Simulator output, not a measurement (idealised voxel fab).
The following process module bears the name voxel capacitor over wiring.
Each square cell in cross-section cut measures 5 nm, and the section as a whole is 280 nm wide.
Cross-section, as written here: a square-cell grid given band by band from the top down, where a band holds one or more rows of cells.
Band: top and bottom heights (nm) first, top before bottom; then materials from left to right, widths in nm. "throughout" marks a sole material filling the band edge to edge. "air" denotes empty space.
Heights are expressed relative to 0, this being the level below which the as-received wafer comprises one material exclusively. The lowest band is unbounded in the downward direction and is denoted as in "z 0 and below".
The notation "30..40" denotes a width that varies across the rows of cells in the band, beginning at the first number in the top row, finishing at the second number in the bottom row, and changing by an identical amount from each row to the next.
A step reported as "remained unchanged" is a step in which no cell of the cross-section changed.
Enclosed voids (no open way to top), threshold 8 cells or more, entry "Enclosed void catalog", notation width x height at distance, distance from left edge, nm.
What comes after the settings on a step's line is commentary from the simulator itself on that step.
"overlay nm" answers the question of how far to the right of plan the mask lay on a step that has a mask, and when it is negative the answer is to the left.
### List of planned process steps
- 1: RECEIVE: material Si
- 2: CONFORMAL_DEP: material SiO2, thk nm 10
- 3: DIRECTIONAL_DEP: material TiN, thk nm 5
- 4: DIRECTIONAL_DEP: material Ru, thk nm 15
- 5: PATTERN: tone cover, mask id METAL_1, material resist, width nm 25, pitch nm 80, thk nm 20, overlay nm 0
- 6: DIRECTIONAL_ETCH: etch materials Ru, depth nm 15
- 7: DIRECTIONAL_ETCH: etch materials TiN, depth nm 5
- 8: STRIP: etch materials resist
- 9: CONFORMAL_DEP: material SiN, thk nm 5
- 10: FILL_DEP: material SiO2, thk nm 10
- 11: CMP: height nm 30
- 12: CONFORMAL_DEP: material SiCN, thk nm 5
- 13: DIRECTIONAL_DEP: material lowk, thk nm 10
- 14: DIRECTIONAL_DEP: material aC, thk nm 15
- 15: PATTERN: tone open, mask id PLUG_1, material resist, width nm 15, thk nm 35, overlay nm 0
- 16: DIRECTIONAL_ETCH: etch materials aC, depth nm 15
- 17: STRIP: etch materials resist
- 18: DIRECTIONAL_ETCH: etch materials lowk, depth nm 10
- 19: DIRECTIONAL_ETCH: etch materials SiCN, depth nm 5
- 20: STRIP: etch materials aC
- 21: CONFORMAL_DEP: material TiN, thk nm 5
- 22: FILL_DEP: material W, thk nm 10
- 23: CMP: height nm 45
- 24: DIRECTIONAL_DEP: material TiN, thk nm 10
- 25: DIRECTIONAL_DEP: material Al2O3, thk nm 5
- 26: DIRECTIONAL_DEP: material TiN, thk nm 10
- 27: PATTERN: tone cover, mask id UPPER_PLATE, material resist, width nm 60, thk nm 15, overlay nm 0
- 28: DIRECTIONAL_ETCH: etch materials TiN, depth nm 10
- 29: DIRECTIONAL_ETCH: etch materials Al2O3, depth nm 5
- 30: STRIP: etch materials resist
- 31: MASKED_ETCH: tone cover, mask id LOWER_PLATE, width nm 70, etch materials TiN, depth nm 10, overlay nm 0
- 32: FILL_DEP: material SiO2, thk nm 20
- 33: CMP: height nm 85
- 34: PATTERN: tone open, mask id PLUG_2, material resist, width nm 15, thk nm 15, overlay nm 0
- 35: DIRECTIONAL_ETCH: etch materials SiO2, depth nm 15
- 36: STRIP: etch materials resist
- 37: CONFORMAL_DEP: material TiN, thk nm 5
- 38: FILL_DEP: material Ru, thk nm 10
- 39: CMP: height nm 85
- 40: CONFORMAL_DEP: material SiCN, thk nm 5
### Incoming wafer in cross-section (state: after step 1)
  z 0 and below  Si throughout
  Enclosed void catalog: none
### What the wafer looks like in cross-section after this module, when it starts as shown above and follows the plan above but one mistake is made in running it
  z 90 to 85  SiCN throughout
  z 85 to 75  SiO2 105  TiN 5  Ru 5  TiN 5  SiO2 160
  z 75 to 70  SiO2 105  TiN 15  SiO2 160
  z 70 to 60  SiO2 95  TiN 60  SiO2 125
  z 60 to 55  SiO2 95  Al2O3 60  SiO2 125
  z 55 to 45  SiO2 90  TiN 70  SiO2 120
  z 45 to 35  lowk 95  TiN 5  W 5  TiN 5  lowk 170
  z 35 to 30  SiCN 95  TiN 15  SiCN 170
  z 30 to 25  SiO2 throughout
  z 25 to 20  SiO2 80  SiN 35  SiO2 45  SiN 35  SiO2 85
  z 20 to 5  SiO2 80  SiN 5  Ru 25  SiN 5  SiO2 45  SiN 5  Ru 25  SiN 5  SiO2 85
  z 5 to 0  SiN 85  TiN 25  SiN 55  TiN 25  SiN 90
  z 0 and below  Si throughout
  Enclosed void catalog: none
In executing the process, a mistake was made relative to the plan: it should be noted that step 2 of the plan was omitted and was not performed
